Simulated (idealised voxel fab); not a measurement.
Process module, titled voxel gate over fins
Xsec cut, 275 nm wide, square cell size 5 nm.
Think of the cross-section as a grid of square cells. We describe it in bands, top to bottom, and each band covers one or more rows of those cells.
The entry gives the band's vertical extent as a top height and a bottom height in nm, then its horizontal make-up as materials from left to right, each with a width in nm. "air" stands for empty space; a single material marked "full width" fills the band edge to edge.
Heights are reckoned from 0. Under this level, the received wafer is all of one material. The bottommost band is open-ended downward, for example "0 -> down".
The expression "30..40" gives the width at the extremes of the band, the first number at its top row of cells and the second at its bottom row, with the width changing by equal amounts from each row to the next in between.
Where the words "all unchanged" appear for a step, the cross-section shows no cell changed by that step; every cell remained as before.
The entry "Closed internal voids" lists the empty spaces that cover at least 8 cells and have no open path to the top. Each is written as width x height at distance, where the distance is measured from the left edge and all three values are in nm.
On each step's line, the part that comes after the settings is the simulator's own comment on the step.
The line of a step may include "overlay nm". On a step with a mask, this value is how far to the right of its planned place the mask lay. A negative value means the mask lay to the left.
HERE'S WHAT THE PLANNED PROCESS STEPS LOOK LIKE
1,RECEIVE with material Si
2,CONFORMAL_DEP with material SiN, thk nm 10
3,MASKED_ETCH with tone cover, mask id FINS, width nm 15, pitch nm 55, etch materials SiN, depth nm 10, overlay nm 0
4,MASKED_ETCH with tone cover, mask id FINS, width nm 15, pitch nm 55, etch materials Si, depth nm 35, overlay nm 0
5,FILL_DEP with material SiO2, thk nm 10
6,CMP with height nm 10
7,PATTERN with tone open, mask id RAIL, material resist, width nm 15, thk nm 15, overlay nm 0
8,DIRECTIONAL_ETCH with etch materials SiO2, depth nm 40
9,STRIP with etch materials resist
10,CONFORMAL_DEP with material TiN, thk nm 5
11,FILL_DEP with material W, thk nm 10
12,CMP with height nm 10
13,SELECTIVE_ETCH with etch materials W Ru TiN, depth nm 30
14,FILL_DEP with material SiO2, thk nm 5
15,CMP with height nm 10
16,SELECTIVE_ETCH with etch materials SiO2, depth nm 25
17,STRIP with etch materials SiN
18,CONFORMAL_DEP with material HfO2, thk nm 5
19,CONFORMAL_DEP with material TiN, thk nm 5
20,CONFORMAL_DEP with material TiAl, thk nm 5
21,CONFORMAL_DEP with material TiN, thk nm 5
22,FILL_DEP with material W, thk nm 10
23,CMP with height nm 25
24,CONFORMAL_DEP with material SiN, thk nm 10
SO, THE FIRST OF OUR TWO WAFERS, RUN JUST AS WE PLANNED IT
WAFER CROSS-SECTION ON RECEIPT, I.E. AFTER STEP 1
    0 -> down: Si full width
    Closed internal voids: none
AFTER STEP 2, IN CROSS-SECTION
    10 -> 0: SiN full width
    Heights below 0 show no change.
AFTER STEP 3, IN CROSS-SECTION
    10 -> 0: air=100; SiN=15; air=40; SiN=15; air=105
    Heights below 0 show no change.
AFTER STEP 4, IN CROSS-SECTION
    10 -> 0: air=100; SiN=15; air=40; SiN=15; air=105
    0 -> -35: air=100; Si=15; air=40; Si=15; air=105
    Heights below -35 show no change.
AFTER STEP 5, IN CROSS-SECTION
    20 -> 10: SiO2 full width
    10 -> 0: SiO2=100; SiN=15; SiO2=40; SiN=15; SiO2=105
    0 -> -35: SiO2=100; Si=15; SiO2=40; Si=15; SiO2=105
    Heights below -35 show no change.
AFTER STEP 6, IN CROSS-SECTION
    10 -> 0: SiO2=100; SiN=15; SiO2=40; SiN=15; SiO2=105
    Heights below 0 show no change.
AFTER STEP 7, IN CROSS-SECTION
    25 -> 10: resist=125; air=15; resist=135
    Heights below 10 show no change.
AFTER STEP 8, IN CROSS-SECTION
    25 -> 10: resist=125; air=15; resist=135
    10 -> 0: SiO2=100; SiN=15; SiO2=10; air=15; SiO2=15; SiN=15; SiO2=105
    0 -> -30: SiO2=100; Si=15; SiO2=10; air=15; SiO2=15; Si=15; SiO2=105
    Heights below -30 show no change.
AFTER STEP 9, IN CROSS-SECTION
    10 -> 0: SiO2=100; SiN=15; SiO2=10; air=15; SiO2=15; SiN=15; SiO2=105
    Heights below 0 show no change.
AFTER STEP 10, IN CROSS-SECTION
    15 -> 10: TiN=130; air=5; TiN=140
    10 -> 0: SiO2=100; SiN=15; SiO2=10; TiN=5; air=5; TiN=5; SiO2=15; SiN=15; SiO2=105
    0 -> -25: SiO2=100; Si=15; SiO2=10; TiN=5; air=5; TiN=5; SiO2=15; Si=15; SiO2=105
    -25 -> -30: SiO2=100; Si=15; SiO2=10; TiN=15; SiO2=15; Si=15; SiO2=105
    Heights below -30 show no change.
AFTER STEP 11, IN CROSS-SECTION
    25 -> 15: W full width
    15 -> 10: TiN=130; W=5; TiN=140
    10 -> 0: SiO2=100; SiN=15; SiO2=10; TiN=5; W=5; TiN=5; SiO2=15; SiN=15; SiO2=105
    0 -> -25: SiO2=100; Si=15; SiO2=10; TiN=5; W=5; TiN=5; SiO2=15; Si=15; SiO2=105
    Heights below -25 show no change.
AFTER STEP 12, IN CROSS-SECTION
    10 -> 0: SiO2=100; SiN=15; SiO2=10; TiN=5; W=5; TiN=5; SiO2=15; SiN=15; SiO2=105
    Heights below 0 show no change.
AFTER STEP 13, IN CROSS-SECTION
    10 -> 0: SiO2=100; SiN=15; SiO2=10; air=15; SiO2=15; SiN=15; SiO2=105
    0 -> -20: SiO2=100; Si=15; SiO2=10; air=15; SiO2=15; Si=15; SiO2=105
    Heights below -20 show no change.
AFTER STEP 14, IN CROSS-SECTION
    15 -> 10: SiO2 full width
    10 -> 0: SiO2=100; SiN=15; SiO2=40; SiN=15; SiO2=105
    0 -> -20: SiO2=100; Si=15; SiO2=40; Si=15; SiO2=105
    Heights below -20 show no change.
AFTER STEP 15, IN CROSS-SECTION
    10 -> 0: SiO2=100; SiN=15; SiO2=40; SiN=15; SiO2=105
    Heights below 0 show no change.
AFTER STEP 16, IN CROSS-SECTION
    10 -> 0: air=100; SiN=15; air=40; SiN=15; air=105
    0 -> -15: air=100; Si=15; air=40; Si=15; air=105
    Heights below -15 show no change.
AFTER STEP 17, IN CROSS-SECTION
    0 -> -15: air=100; Si=15; air=40; Si=15; air=105
    Heights below -15 show no change.
AFTER STEP 18, IN CROSS-SECTION
    5 -> 0: air=95; HfO2=25; air=30; HfO2=25; air=100
    0 -> -10: air=95; HfO2=5; Si=15; HfO2=5; air=30; HfO2=5; Si=15; HfO2=5; air=100
    -10 -> -15: HfO2=100; Si=15; HfO2=40; Si=15; HfO2=105
    Heights below -15 show no change.
AFTER STEP 19, IN CROSS-SECTION
    10 -> 5: air=90; TiN=35; air=20; TiN=35; air=95
    5 -> 0: air=90; TiN=5; HfO2=25; TiN=5; air=20; TiN=5; HfO2=25; TiN=5; air=95
    0 -> -5: air=90; TiN=5; HfO2=5; Si=15; HfO2=5; TiN=5; air=20; TiN=5; HfO2=5; Si=15; HfO2=5; TiN=5; air=95
    -5 -> -10: TiN=95; HfO2=5; Si=15; HfO2=5; TiN=30; HfO2=5; Si=15; HfO2=5; TiN=100
    Heights below -10 show no change.
AFTER STEP 20, IN CROSS-SECTION
    15 -> 10: air=85; TiAl=45; air=10; TiAl=45; air=90
    10 -> 5: air=85; TiAl=5; TiN=35; TiAl=5; air=10; TiAl=5; TiN=35; TiAl=5; air=90
    5 -> 0: air=85; TiAl=5; TiN=5; HfO2=25; TiN=5; TiAl=5; air=10; TiAl=5; TiN=5; HfO2=25; TiN=5; TiAl=5; air=90
    0 -> -5: TiAl=90; TiN=5; HfO2=5; Si=15; HfO2=5; TiN=5; TiAl=20; TiN=5; HfO2=5; Si=15; HfO2=5; TiN=5; TiAl=95
    Heights below -5 show no change.
AFTER STEP 21, IN CROSS-SECTION
    20 -> 15: air=80; TiN=110; air=85
    15 -> 10: air=80; TiN=5; TiAl=45; TiN=10; TiAl=45; TiN=5; air=85
    10 -> 5: air=80; TiN=5; TiAl=5; TiN=35; TiAl=5; TiN=10; TiAl=5; TiN=35; TiAl=5; TiN=5; air=85
    5 -> 0: TiN=85; TiAl=5; TiN=5; HfO2=25; TiN=5; TiAl=5; TiN=10; TiAl=5; TiN=5; HfO2=25; TiN=5; TiAl=5; TiN=90
    Heights below 0 show no change.
AFTER STEP 22, IN CROSS-SECTION
    30 -> 20: W full width
    20 -> 15: W=80; TiN=110; W=85
    15 -> 10: W=80; TiN=5; TiAl=45; TiN=10; TiAl=45; TiN=5; W=85
    10 -> 5: W=80; TiN=5; TiAl=5; TiN=35; TiAl=5; TiN=10; TiAl=5; TiN=35; TiAl=5; TiN=5; W=85
    Heights below 5 show no change.
AFTER STEP 23, IN CROSS-SECTION
    25 -> 20: W full width
    Heights below 20 show no change.
AFTER STEP 24, IN CROSS-SECTION
    35 -> 25: SiN full width
    Heights below 25 show no change.
THE REMAINING WAFER, SECOND OF THE TWO, STARTED LIKE THE FIRST AND WAS RUN TO THE SAME PLAN, EXCEPT THAT ONE MISTAKE WAS MADE ALONG THE WAY; THE TWO COINCIDE THROUGH STEP 6, INCLUSIVE
CROSS-SECTION OF THE SECOND WAFER AT THE TIME BY WHICH STEP 7 SHOULD HAVE BEEN COMPLETED ACCORDING TO THE PLAN
    25 -> 10: air=125; resist=15; air=135
    Heights below 10 show no change.
CROSS-SECTION OF THE SECOND WAFER AT THE TIME BY WHICH STEP 8 SHOULD HAVE BEEN COMPLETED ACCORDING TO THE PLAN
    25 -> 10: air=125; resist=15; air=135
    10 -> 0: air=100; SiN=15; air=10; SiO2=15; air=15; SiN=15; air=105
    0 -> -30: air=100; Si=15; air=10; SiO2=15; air=15; Si=15; air=105
    Heights below -30 show no change.
CROSS-SECTION OF THE SECOND WAFER AT THE TIME BY WHICH STEP 9 SHOULD HAVE BEEN COMPLETED ACCORDING TO THE PLAN
    10 -> 0: air=100; SiN=15; air=10; SiO2=15; air=15; SiN=15; air=105
    Heights below 0 show no change.
CROSS-SECTION OF THE SECOND WAFER AT THE TIME BY WHICH STEP 10 SHOULD HAVE BEEN COMPLETED ACCORDING TO THE PLAN
    15 -> 10: air=95; TiN=50; air=5; TiN=25; air=100
    10 -> 0: air=95; TiN=5; SiN=15; TiN=10; SiO2=15; TiN=5; air=5; TiN=5; SiN=15; TiN=5; air=100
    0 -> -25: air=95; TiN=5; Si=15; TiN=10; SiO2=15; TiN=5; air=5; TiN=5; Si=15; TiN=5; air=100
    -25 -> -30: TiN=100; Si=15; TiN=10; SiO2=15; TiN=15; Si=15; TiN=105
    Heights below -30 show no change.
CROSS-SECTION OF THE SECOND WAFER AT THE TIME BY WHICH STEP 11 SHOULD HAVE BEEN COMPLETED ACCORDING TO THE PLAN
    25 -> 15: W full width
    15 -> 10: W=95; TiN=50; W=5; TiN=25; W=100
    10 -> 0: W=95; TiN=5; SiN=15; TiN=10; SiO2=15; TiN=5; W=5; TiN=5; SiN=15; TiN=5; W=100
    0 -> -25: W=95; TiN=5; Si=15; TiN=10; SiO2=15; TiN=5; W=5; TiN=5; Si=15; TiN=5; W=100
    Heights below -25 show no change.
CROSS-SECTION OF THE SECOND WAFER AT THE TIME BY WHICH STEP 12 SHOULD HAVE BEEN COMPLETED ACCORDING TO THE PLAN
    10 -> 0: W=95; TiN=5; SiN=15; TiN=10; SiO2=15; TiN=5; W=5; TiN=5; SiN=15; TiN=5; W=100
    Heights below 0 show no change.
CROSS-SECTION OF THE SECOND WAFER AT THE TIME BY WHICH STEP 13 SHOULD HAVE BEEN COMPLETED ACCORDING TO THE PLAN
    10 -> 0: air=100; SiN=15; air=10; SiO2=15; air=15; SiN=15; air=105
    0 -> -20: air=100; Si=15; air=10; SiO2=15; air=15; Si=15; air=105
    Heights below -20 show no change.
CROSS-SECTION OF THE SECOND WAFER AT THE TIME BY WHICH STEP 14 SHOULD HAVE BEEN COMPLETED ACCORDING TO THE PLAN
    15 -> 10: SiO2 full width
    10 -> 0: SiO2=100; SiN=15; SiO2=40; SiN=15; SiO2=105
    0 -> -20: SiO2=100; Si=15; SiO2=40; Si=15; SiO2=105
    Heights below -20 show no change.
CROSS-SECTION OF THE SECOND WAFER AT THE TIME BY WHICH STEP 15 SHOULD HAVE BEEN COMPLETED ACCORDING TO THE PLAN
    10 -> 0: SiO2=100; SiN=15; SiO2=40; SiN=15; SiO2=105
    Heights below 0 show no change.
CROSS-SECTION OF THE SECOND WAFER AT THE TIME BY WHICH STEP 16 SHOULD HAVE BEEN COMPLETED ACCORDING TO THE PLAN
    10 -> 0: air=100; SiN=15; air=40; SiN=15; air=105
    0 -> -15: air=100; Si=15; air=40; Si=15; air=105
    Heights below -15 show no change.
CROSS-SECTION OF THE SECOND WAFER AT THE TIME BY WHICH STEP 17 SHOULD HAVE BEEN COMPLETED ACCORDING TO THE PLAN
    0 -> -15: air=100; Si=15; air=40; Si=15; air=105
    Heights below -15 show no change.
CROSS-SECTION OF THE SECOND WAFER AT THE TIME BY WHICH STEP 18 SHOULD HAVE BEEN COMPLETED ACCORDING TO THE PLAN
    5 -> 0: air=95; HfO2=25; air=30; HfO2=25; air=100
    0 -> -10: air=95; HfO2=5; Si=15; HfO2=5; air=30; HfO2=5; Si=15; HfO2=5; air=100
    -10 -> -15: HfO2=100; Si=15; HfO2=40; Si=15; HfO2=105
    Heights below -15 show no change.
CROSS-SECTION OF THE SECOND WAFER AT THE TIME BY WHICH STEP 19 SHOULD HAVE BEEN COMPLETED ACCORDING TO THE PLAN
    10 -> 5: air=90; TiN=35; air=20; TiN=35; air=95
    5 -> 0: air=90; TiN=5; HfO2=25; TiN=5; air=20; TiN=5; HfO2=25; TiN=5; air=95
    0 -> -5: air=90; TiN=5; HfO2=5; Si=15; HfO2=5; TiN=5; air=20; TiN=5; HfO2=5; Si=15; HfO2=5; TiN=5; air=95
    -5 -> -10: TiN=95; HfO2=5; Si=15; HfO2=5; TiN=30; HfO2=5; Si=15; HfO2=5; TiN=100
    Heights below -10 show no change.
CROSS-SECTION OF THE SECOND WAFER AT THE TIME BY WHICH STEP 20 SHOULD HAVE BEEN COMPLETED ACCORDING TO THE PLAN
    15 -> 10: air=85; TiAl=45; air=10; TiAl=45; air=90
    10 -> 5: air=85; TiAl=5; TiN=35; TiAl=5; air=10; TiAl=5; TiN=35; TiAl=5; air=90
    5 -> 0: air=85; TiAl=5; TiN=5; HfO2=25; TiN=5; TiAl=5; air=10; TiAl=5; TiN=5; HfO2=25; TiN=5; TiAl=5; air=90
    0 -> -5: TiAl=90; TiN=5; HfO2=5; Si=15; HfO2=5; TiN=5; TiAl=20; TiN=5; HfO2=5; Si=15; HfO2=5; TiN=5; TiAl=95
    Heights below -5 show no change.
CROSS-SECTION OF THE SECOND WAFER AT THE TIME BY WHICH STEP 21 SHOULD HAVE BEEN COMPLETED ACCORDING TO THE PLAN
    20 -> 15: air=80; TiN=110; air=85
    15 -> 10: air=80; TiN=5; TiAl=45; TiN=10; TiAl=45; TiN=5; air=85
    10 -> 5: air=80; TiN=5; TiAl=5; TiN=35; TiAl=5; TiN=10; TiAl=5; TiN=35; TiAl=5; TiN=5; air=85
    5 -> 0: TiN=85; TiAl=5; TiN=5; HfO2=25; TiN=5; TiAl=5; TiN=10; TiAl=5; TiN=5; HfO2=25; TiN=5; TiAl=5; TiN=90
    Heights below 0 show no change.
CROSS-SECTION OF THE SECOND WAFER AT THE TIME BY WHICH STEP 22 SHOULD HAVE BEEN COMPLETED ACCORDING TO THE PLAN
    30 -> 20: W full width
    20 -> 15: W=80; TiN=110; W=85
    15 -> 10: W=80; TiN=5; TiAl=45; TiN=10; TiAl=45; TiN=5; W=85
    10 -> 5: W=80; TiN=5; TiAl=5; TiN=35; TiAl=5; TiN=10; TiAl=5; TiN=35; TiAl=5; TiN=5; W=85
    Heights below 5 show no change.
CROSS-SECTION OF THE SECOND WAFER AT THE TIME BY WHICH STEP 23 SHOULD HAVE BEEN COMPLETED ACCORDING TO THE PLAN
    25 -> 20: W full width
    Heights below 20 show no change.
CROSS-SECTION OF THE SECOND WAFER AT THE TIME BY WHICH STEP 24 SHOULD HAVE BEEN COMPLETED ACCORDING TO THE PLAN
    35 -> 25: SiN full width
    Heights below 25 show no change.
The mistake made against the process plan was this: so step 7 ended up running with a different setting than we planned, it ran as PATTERN with tone cover, mask id RAIL, material resist, width nm 15, thk nm 15, overlay nm 0
Final comparison by cell count, materials where the second wafer has more or fewer than the first: -86 SiO2; +47 TiN; +39 W
